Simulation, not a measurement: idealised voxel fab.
Process module name: voxel released beams
Cross-sectional view cut (width: 155 nm; square cell size: 5 nm).
Square cells in a grid make up a cross-section in this document, and the grid is given as bands, listed from the top down, each one or more rows of cells. This entry defines a band. It first specifies the height of the band's top and the height of its bottom in nm, and then specifies the band's materials from left to right, stating each material with its width in nm. The word "everywhere" identifies a single material that fills the band from edge to edge, while the word "air" identifies empty space. For the purposes of this specification, 0 denotes the height below which the wafer in its as-received condition is composed wholly of one material, and the lowermost band, lacking a lower limit, extends downward without end, as expressed in "top 0, no bottom". The notation "30..40" denotes a width that varies across the rows of cells in the band, beginning at the first number in the top row, finishing at the second number in the bottom row, and changing by an identical amount from each row to the next. What does "left unchanged" mean for a step? It means no cell of the cross-section changed in that step. Reported under the label "Enclosed cavity list" are the empty spaces having no open way to the top and comprising 8 cells or more; the notation for each is width x height at distance, in which the distance is measured from the left edge and all three values are in nm. Note: text after step settings on the step line = simulator remark on that step. A step's line can hold "overlay nm"; with a mask on that step, the setting says how far right of the planned place the mask lay, while a negative setting says it lay to the left.

THE PROCESS STEPS THAT WERE PLANNED ARE LISTED BELOW
1: RECEIVE | material Si
2: CONFORMAL_DEP | material SiN | thk nm 10
3: DIRECTIONAL_DEP | material SiO2 | thk nm 20
4: MASKED_ETCH | tone open | mask id ANCHOR | width nm 45 | etch materials SiO2 | depth nm 20 | overlay nm 0
5: CONFORMAL_DEP | material polySi | thk nm 15
6: PATTERN | tone cover | mask id BEAM | material resist | width nm 100 | thk nm 15 | overlay nm 0
7: DIRECTIONAL_ETCH | etch materials polySi | depth nm 15
8: STRIP | etch materials resist
9: STRIP | etch materials SiO2

CROSS-SECTION OF THE WAFER AT RECEIPT, WHICH IS THE CONDITION AFTER STEP 1
- top 0, no bottom = Si everywhere
- Enclosed cavity list: none

THE MODULE WAS RUN FROM THE START SHOWN ABOVE USING THE PLAN SHOWN ABOVE, BUT ONE MISTAKE WAS MADE DOING IT; THE RESULTING WAFER CROSS-SECTION IS BELOW
- top 45, bottom 30 = 25 air; 20 polySi; 15 air; 65 polySi; 30 air
- top 30, bottom 25 = 30 air; 15 polySi; 15 air; 15 polySi; 80 air
- top 25, bottom 10 = 30 air; 45 polySi; 80 air
- top 10, bottom 0 = polySi everywhere
- top 0, no bottom = Si everywhere
- Enclosed cavity list: none
Which mistake was made when the wafer was run? heads up, step 2 didn't go per plan, it actually ran as CONFORMAL_DEP | material polySi | thk nm 10
